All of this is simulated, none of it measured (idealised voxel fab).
Name of the process module below: voxel self aligned contacts
FYI the section here is cut, 260 nm wide, cells are 5 nm squares.
For the purposes of this document, a cross-section shall be understood as a grid of square cells, specified as bands listed in top-to-bottom order, each band consisting of one or more rows of cells. Band entry format. Leading values: height of top, height of bottom, nm. Remainder: materials in left-to-right order, each with its width in nm. Special words: "throughout" on a single material, which then fills the band edge to edge; "blank", empty space. Measure heights from 0. That's the level where, below it, the as-received wafer is all one material. The lowest band is bottomless and extends downward; write it as in "0 and below". When a width is written as two numbers, as in "30->40", the first number is the width in the top row of cells of the band and the second is the width in its bottom row, and the width changes by the same amount from each row to the next. No cell of the cross-section changed in a step that is given as "remained the same". So "Closed cavity list" is basically the list of trapped voids: any empty space of 8 cells or more that can't reach the top through an opening. They're written width x height at distance, the distance being from the left edge, and it's all nm. Whatever follows a step's settings on its line is a remark the simulator itself makes about that step. Steps that use a mask can have "overlay nm" on their line. It says how far the mask sat to the right of where it was meant to be. Negative means to the left.

**Process steps foreseen in the plan**
1,op RECEIVE | material Si
2,op CONFORMAL_DEP | material SiO2 | thk nm 5
3,op DIRECTIONAL_DEP | material polySi | thk nm 30
4,op DIRECTIONAL_DEP | material SiN | thk nm 15
5,op MASKED_ETCH | tone cover | mask id GATE | width nm 25 | pitch nm 55 | etch materials SiN | depth nm 15 | overlay nm 0
6,op MASKED_ETCH | tone cover | mask id GATE | width nm 25 | pitch nm 55 | etch materials polySi | depth nm 30 | overlay nm 0
7,op CONFORMAL_DEP | material SiN | thk nm 5
8,op DIRECTIONAL_ETCH | etch materials SiN | depth nm 5
9,op FILL_DEP | material SiO2 | thk nm 20
10,op CMP | height nm 60
11,op PATTERN | tone open | mask id CONTACT | material resist | width nm 40 | thk nm 20 | overlay nm 0
12,op DIRECTIONAL_ETCH | etch materials SiO2 | depth nm 60
13,op STRIP | etch materials resist
14,op CONFORMAL_DEP | material TiN | thk nm 5
15,op FILL_DEP | material Ru | thk nm 5
16,op CMP | height nm 60
17,op CONFORMAL_DEP | material SiCN | thk nm 5

**As-received wafer cross-section (after step 1)**
    0 and below  Si throughout
    Closed cavity list: none

**Final wafer profile in cross-section after the module, from the same start and plan as above, with one mistake made during processing**
    65 down to 60  polySi throughout
    60 down to 50  SiO2: 110; TiN: 5->15; Ru: 30->10; TiN: 5->15; SiO2: 110
    50 down to 35  SiO2: 85; SiN: 35; TiN: 5; Ru: 10; TiN: 5; SiN: 35; SiO2: 85
    35 down to 5  SiO2: 85; SiN: 5; polySi: 25; SiN: 5; TiN: 5; Ru: 10; TiN: 5; SiN: 5; polySi: 25; SiN: 5; SiO2: 85
    5 down to 0  SiO2: 120; TiN: 20; SiO2: 120
    0 and below  Si throughout
    Closed cavity list: none
Which mistake was made when the wafer was run? rather than as planned, step 17 actually ran as op CONFORMAL_DEP | material polySi | thk nm 5
